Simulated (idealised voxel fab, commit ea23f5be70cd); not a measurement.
process module | voxel capacitor over wiring
cross-section cut | 300 nm wide | cells 5 nm
A cross-section is a grid of square cells, given in bands from the top down. A band is one or more rows of cells.
Each band's line starts with the height of the band's top and of its bottom, in nm. Then come its materials from left to right, each with its width in nm. One material with "throughout" fills the band from edge to edge. "air" is empty space.
Height 0 is the level under which the wafer as received is all one material. The lowest band goes on downwards, as in "0 down".
A width such as "30 to 40" changes by the same amount from each row of cells to the next, from the band's top row to its bottom row.
"no change" after a step means that no cell of the cross-section changed.
closed voids: empty space of 8 cells or more with no open way to the top, each as width x height at its distance from the left edge, in nm
after a step's settings: what the simulator itself notes on the step
overlay nm, on a step with a mask: how far to the right of its planned place the mask lay; to the left if negative
plan
1 op RECEIVE | material Si
2 op CONFORMAL_DEP | material SiO2 | thk nm 10
3 op DIRECTIONAL_DEP | material TiN | thk nm 5
4 op DIRECTIONAL_DEP | material W | thk nm 20
5 op DIRECTIONAL_DEP | material aC | thk nm 15
6 op PATTERN | tone cover | mask id METAL_1 | material resist | width nm 30 | pitch nm 95 | thk nm 35 | overlay nm 0
7 op DIRECTIONAL_ETCH | etch materials aC | depth nm 15
8 op STRIP | etch materials resist
9 op DIRECTIONAL_ETCH | etch materials W | depth nm 20
10 op DIRECTIONAL_ETCH | etch materials TiN | depth nm 5
11 op STRIP | etch materials aC
12 op FILL_DEP | material SiO2 | thk nm 5
13 op CMP | height nm 35
14 op CONFORMAL_DEP | material SiCN | thk nm 5
15 op DIRECTIONAL_DEP | material lowk | thk nm 20
16 op PATTERN | tone open | mask id PLUG_1 | material resist | width nm 15 | thk nm 20 | overlay nm 0
17 op DIRECTIONAL_ETCH | etch materials lowk | depth nm 20
18 op DIRECTIONAL_ETCH | etch materials SiCN | depth nm 5
19 op STRIP | etch materials resist
20 op CONFORMAL_DEP | material TiN | thk nm 5
21 op FILL_DEP | material Cu | thk nm 5
22 op CMP | height nm 60
23 op DIRECTIONAL_DEP | material TiN | thk nm 10
24 op DIRECTIONAL_DEP | material HfO2 | thk nm 5
25 op DIRECTIONAL_DEP | material TiN | thk nm 5
26 op PATTERN | tone cover | mask id UPPER_PLATE | material resist | width nm 70 | thk nm 20 | overlay nm 0
27 op DIRECTIONAL_ETCH | etch materials TiN | depth nm 5
28 op DIRECTIONAL_ETCH | etch materials HfO2 | depth nm 5
29 op STRIP | etch materials resist
30 op DIRECTIONAL_DEP | material aC | thk nm 15
31 op PATTERN | tone cover | mask id LOWER_PLATE | material resist | width nm 80 | thk nm 30 | overlay nm 0
32 op DIRECTIONAL_ETCH | etch materials aC | depth nm 15
33 op STRIP | etch materials resist
34 op DIRECTIONAL_ETCH | etch materials TiN | depth nm 10
35 op STRIP | etch materials aC
36 op FILL_DEP | material SiO2 | thk nm 15
37 op CMP | height nm 90
38 op MASKED_ETCH | tone open | mask id PLUG_2 | width nm 15 | etch materials SiO2 | depth nm 10 | overlay nm 0
39 op CONFORMAL_DEP | material TiN | thk nm 5
40 op FILL_DEP | material Ru | thk nm 10
41 op CMP | height nm 90
42 op CONFORMAL_DEP | material SiN | thk nm 5
as received, after step 1
  0 down: Si throughout
  closed voids: none
first wafer at the end, as planned
  95 to 90: SiN throughout
  90 to 85: SiO2 110 | TiN 5 | Ru 5 | TiN 5 | SiO2 175
  85 to 75: SiO2 110 to 100 | TiN 15 to 70 | SiO2 175 to 130
  75 to 70: SiO2 100 | HfO2 70 | SiO2 130
  70 to 60: SiO2 95 | TiN 80 | SiO2 125
  60 to 40: lowk 100 | TiN 5 | Cu 5 | TiN 5 | lowk 185
  40 to 35: SiCN 100 | TiN 15 | SiCN 185
  35 to 15: SiO2 85 | W 30 | SiO2 65 | W 30 | SiO2 90
  15 to 10: SiO2 85 | TiN 30 | SiO2 65 | TiN 30 | SiO2 90
  10 to 0: SiO2 throughout
  0 down: Si throughout
  closed voids: none
second wafer at the end: like start, like plan, one mistake
  95 to 90: SiN throughout
  90 to 85: SiO2 110 | TiN 5 | Ru 5 | TiN 5 | SiO2 175
  85 to 75: SiO2 110 to 100 | TiN 15 to 70 | SiO2 175 to 130
  75 to 70: SiO2 100 | HfO2 70 | SiO2 130
  70 to 60: SiO2 95 | TiN 80 | SiO2 125
  60 to 40: lowk 100 | TiN 5 | Cu 5 | TiN 5 | lowk 185
  40 to 35: SiCN 100 | TiN 15 | SiCN 185
  35 to 30: SiO2 85 | TiN 30 | SiO2 65 | TiN 30 | SiO2 90
  30 to 10: W throughout
  10 to 0: SiO2 throughout
  0 down: Si throughout
  closed voids: none
what went wrong: steps 3 and 4 were swapped
at the end the second wafer has, in cells: 192 fewer of SiO2 | 192 more of W
